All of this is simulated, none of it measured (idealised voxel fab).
Process module, titled voxel double patterning
Shown is cross-section cut, with a width of 180 nm and square cells of size 5 nm.
How to read a cross-section here: the picture is a grid of square cells, written as bands going from the top down, and any band can span one or more rows of cells. In this notation a band is specified by the heights of its top and bottom, in that order and in nm, after which its materials appear from left to right, each paired with its width in nm. The word "full width" attached to a single material means that material fills the band from edge to edge; the word "blank" stands for empty space. All heights in this document are referenced to 0, defined as the level beneath which the wafer, as received, consists entirely of one material. The lowest band is not bounded below; it extends indefinitely downward and is written in the form "z 0 and below". The two numbers in a width such as "30 to 40" mark its ends across the band: the first belongs to the top row of cells, the second to the bottom row, and from each row to the next the width moves by the same amount. You'll sometimes find "same as before" written for a step, and that's the way of saying that nowhere in the cross-section did a cell change during that step. Each empty space that has no open way to the top and spans at least 8 cells appears under "Voids, sealed" as width x height at distance, the distance counted from the left edge, all in nm. Read whatever lies past the settings on a step's line as the simulator's own remark about the step. "overlay nm" answers the question of how far to the right of plan the mask lay on a step that has a mask, and when it is negative the answer is to the left.
**These are the steps we planned for the process**
- 1: RECEIVE [material Si]
- 2: CONFORMAL_DEP [material SiO2] [thk nm 10]
- 3: DIRECTIONAL_DEP [material polySi] [thk nm 10]
- 4: DIRECTIONAL_DEP [material SiN] [thk nm 10]
- 5: MASKED_ETCH [tone open] [mask id FIRST] [width nm 15] [pitch nm 50] [etch materials SiN] [depth nm 10] [overlay nm 0]
- 6: DIRECTIONAL_DEP [material aC] [thk nm 15]
- 7: PATTERN [tone open] [mask id SECOND] [material resist] [width nm 15] [thk nm 35] [overlay nm 0]
- 8: DIRECTIONAL_ETCH [etch materials aC] [depth nm 15]
- 9: STRIP [etch materials resist]
- 10: DIRECTIONAL_ETCH [etch materials SiN] [depth nm 10]
- 11: STRIP [etch materials aC]
- 12: DIRECTIONAL_ETCH [etch materials polySi] [depth nm 10]
- 13: STRIP [etch materials SiN]
**Cross-sectional view of the wafer in its as-received condition, corresponding to the state after step 1**
* z 0 and below: Si full width
* Voids, sealed: none
**Final wafer profile in cross-section after the module, from the same start and plan as above, with one mistake made during processing**
* z 20 to 10: SiO2 full width
* z 10 to 0: polySi full width
* z 0 and below: Si full width
* Voids, sealed: none
Misprocessing identified: the intended sequence of steps 2 and 3 was reversed during processing, with each occupying the position of the other
